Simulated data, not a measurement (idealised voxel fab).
Process module in this document: voxel transistor to metal
We display cut, a cross-section 280 nm in width whose square cells are each 5 nm.
Notation: cross-section as square-cell grid; stated in bands, top first, going down; one or more cell rows per band.
Within each band entry, the heights of the top and of the bottom of the band appear first, in that order and in nm; the materials of the band then follow from left to right, each with its corresponding width in nm. The designation "edge to edge" on a single material indicates that it fills the band from edge to edge; the designation "empty" indicates empty space.
Height 0 is the level under which the wafer as received is all one material. The lowest band goes on downwards, as in "z 0 and below".
A width given as "30 to 40" starts at the first number in the band's top row and ends at the second number in its bottom row, shifting by an equal amount at every step from row to row.
Where a step carries "remained unchanged", the cross-section came out of it unchanged, cell for cell.
You'll see "Closed void entries" listing empty spaces that have no way open to the top, as long as they're 8 cells or more; the notation is width x height at distance, where the distance is from the left edge, and all of it is in nm.
It should be noted that, on the line of a given step, the content following the step's settings is a remark produced by the simulator itself with respect to that step.
overlay nm: step with mask; distance mask lay right of planned place; negative value = left of planned place.
Here's what the planned process steps look like:
1) RECEIVE | material Si
2) OXIDIZE | depth nm 5
3) CONFORMAL_DEP | material SiN | thk nm 10
4) MASKED_ETCH | tone cover | mask id ACTIVE | width nm 110 | pitch nm 140 | etch materials SiN | depth nm 10 | overlay nm 0
5) MASKED_ETCH | tone cover | mask id ACTIVE | width nm 110 | pitch nm 140 | etch materials SiO2 | depth nm 5 | overlay nm 0
6) MASKED_ETCH | tone cover | mask id ACTIVE | width nm 110 | pitch nm 140 | etch materials Si | depth nm 25 | overlay nm 0
7) FILL_DEP | material SiO2 | thk nm 15
8) CMP | height nm 10
9) SELECTIVE_ETCH | etch materials SiO2 | depth nm 5
10) STRIP | etch materials SiN
11) SELECTIVE_ETCH | etch materials SiO2 | depth nm 5
12) OXIDIZE | depth nm 5
13) DIRECTIONAL_DEP | material polySi | thk nm 20
14) DIRECTIONAL_DEP | material SiCN | thk nm 15
15) DIRECTIONAL_DEP | material aC | thk nm 10
16) PATTERN | tone cover | mask id GATE | material resist | width nm 30 | pitch nm 140 | thk nm 30 | overlay nm 0
17) DIRECTIONAL_ETCH | etch materials aC | depth nm 10
18) STRIP | etch materials resist
19) DIRECTIONAL_ETCH | etch materials SiCN | depth nm 25
20) DIRECTIONAL_ETCH | etch materials polySi | depth nm 30
21) STRIP | etch materials aC
22) CONFORMAL_DEP | material SiN | thk nm 10
23) DIRECTIONAL_ETCH | etch materials SiN | depth nm 10
24) DIRECTIONAL_ETCH | etch materials SiO2 | depth nm 5
25) DIRECTIONAL_ETCH | etch materials Si | depth nm 5
26) EPI | material pSi | thk nm 5
27) FILL_DEP | material SiO2 | thk nm 5
28) CMP | height nm 15
29) STRIP | etch materials polySi
30) SELECTIVE_ETCH | etch materials SiO2 | depth nm 5
31) CONFORMAL_DEP | material HfO2 | thk nm 5
32) CONFORMAL_DEP | material TiN | thk nm 5
33) FILL_DEP | material W | thk nm 5
34) CMP | height nm 10
35) DIRECTIONAL_DEP | material SiO2 | thk nm 15
36) DIRECTIONAL_DEP | material aC | thk nm 10
37) PATTERN | tone open | mask id CONTACT | material resist | width nm 20 | thk nm 25 | overlay nm 0
38) DIRECTIONAL_ETCH | etch materials aC | depth nm 10
39) STRIP | etch materials resist
40) DIRECTIONAL_ETCH | etch materials SiO2 | depth nm 35
41) STRIP | etch materials aC
42) CONFORMAL_DEP | material TiN | thk nm 5
43) FILL_DEP | material W | thk nm 10
44) CMP | height nm 25
45) CONFORMAL_DEP | material SiN | thk nm 5
46) DIRECTIONAL_DEP | material SiO2 | thk nm 20
47) DIRECTIONAL_DEP | material aC | thk nm 15
48) PATTERN | tone open | mask id METAL_1 | material resist | width nm 20 | thk nm 35 | overlay nm 0
49) DIRECTIONAL_ETCH | etch materials aC | depth nm 15
50) STRIP | etch materials resist
51) DIRECTIONAL_ETCH | etch materials SiO2 | depth nm 20
52) DIRECTIONAL_ETCH | etch materials SiN | depth nm 5
53) STRIP | etch materials aC
54) CONFORMAL_DEP | material TiN | thk nm 5
55) FILL_DEP | material Cu | thk nm 5
56) CMP | height nm 50
57) EPI | material Ru | thk nm 5
58) FILL_DEP | material SiCN | thk nm 5
59) DIRECTIONAL_DEP | material lowk | thk nm 30
60) MASKED_ETCH | tone open | mask id METAL_2_HOLES | width nm 15 | pitch nm 140 | etch materials lowk | depth nm 30 | overlay nm 0
61) PATTERN | tone open | mask id METAL_2 | material resist | width nm 20 | pitch nm 140 | thk nm 15 | overlay nm 0
62) DIRECTIONAL_ETCH | etch materials lowk | depth nm 15
63) DIRECTIONAL_ETCH | etch materials SiCN | depth nm 5
64) STRIP | etch materials resist
65) CONFORMAL_DEP | material TiN | thk nm 5
66) FILL_DEP | material Cu | thk nm 5
67) CMP | height nm 90
68) CONFORMAL_DEP | material SiCN | thk nm 5
Wafer as received: cross-section following step 1:
  z 0 and below = Si edge to edge
  Closed void entries: none
Here's the wafer cut in cross-section after the module, started and planned just like above, except one thing was done wrong in the run:
  z 95 to 90 = SiCN edge to edge
  z 90 to 80 = Cu=30; TiN=5; lowk=5; TiN=5; Cu=125; TiN=5; lowk=5; TiN=5; Cu=95
  z 80 to 75 = TiN=25; Cu=5; TiN=5; lowk=5; TiN=125; Cu=5; TiN=5; lowk=5; TiN=100
  z 75 to 65 = lowk=20; TiN=5; Cu=5; TiN=5; lowk=125; TiN=5; Cu=5; TiN=5; lowk=105
  z 65 to 60 = lowk=20; TiN=15; lowk=125; TiN=15; lowk=105
  z 60 to 55 = SiCN edge to edge
  z 55 to 50 = SiCN=15; Ru=30; SiCN=50; Ru=30; SiCN=30; Ru=30; SiCN=50; Ru=30; SiCN=15
  z 50 to 30 = SiO2=20; TiN=5; Cu=10; TiN=5; SiO2=60; TiN=5; Cu=10; TiN=5; SiO2=40; TiN=5; Cu=10; TiN=5; SiO2=60; TiN=5; Cu=10; TiN=5; SiO2=20
  z 30 to 25 = SiN=20; TiN=20; SiN=60; TiN=20; SiN=40; TiN=20; SiN=60; TiN=20; SiN=20
  z 25 to 10 = SiO2=20; TiN=5; W=10; TiN=5; SiO2=60; TiN=5; W=10; TiN=5; SiO2=40; TiN=5; W=10; TiN=5; SiO2=60; TiN=5; W=10; TiN=5; SiO2=20
  z 10 to 0 = SiO2=20; TiN=5; W=10; TiN=5; SiO2=5; SiN=10; HfO2=5; TiN=5; W=10; TiN=5; HfO2=5; SiN=10; SiO2=5; TiN=5; W=10; TiN=5; SiO2=40; TiN=5; W=10; TiN=5; SiO2=5; SiN=10; HfO2=5; TiN=5; W=10; TiN=5; HfO2=5; SiN=10; SiO2=5; TiN=5; W=10; TiN=5; SiO2=20
  z 0 to -5 = SiO2=10; SiN=10; TiN=10; W=5; TiN=5; SiO2=5; SiN=10; HfO2=5; TiN=20; HfO2=5; SiN=10; SiO2=5; TiN=5; W=5; TiN=10; SiN=10; SiO2=20; SiN=10; TiN=10; W=5; TiN=5; SiO2=5; SiN=10; HfO2=5; TiN=20; HfO2=5; SiN=10; SiO2=5; TiN=5; W=5; TiN=10; SiN=10; SiO2=10
  z -5 to -10 = SiO2=20; pSi=5; TiN=15; pSi=5; SiO2=5; HfO2=40; SiO2=5; pSi=5; TiN=15; pSi=5; SiO2=40; pSi=5; TiN=15; pSi=5; SiO2=5; HfO2=40; SiO2=5; pSi=5; TiN=15; pSi=5; SiO2=20
  z -10 to -15 = SiO2=15; Si=5; pSi=25; Si=50; pSi=25; Si=5; SiO2=30; Si=5; pSi=25; Si=50; pSi=25; Si=5; SiO2=15
  z -15 to -30 = SiO2=15; Si=110; SiO2=30; Si=110; SiO2=15
  z -30 and below = Si edge to edge
  Closed void entries: none
Plan not followed: the process deviated at step 61: the operation and settings actually run there were PATTERN | tone cover | mask id METAL_2 | material resist | width nm 20 | pitch nm 140 | thk nm 15 | overlay nm 0
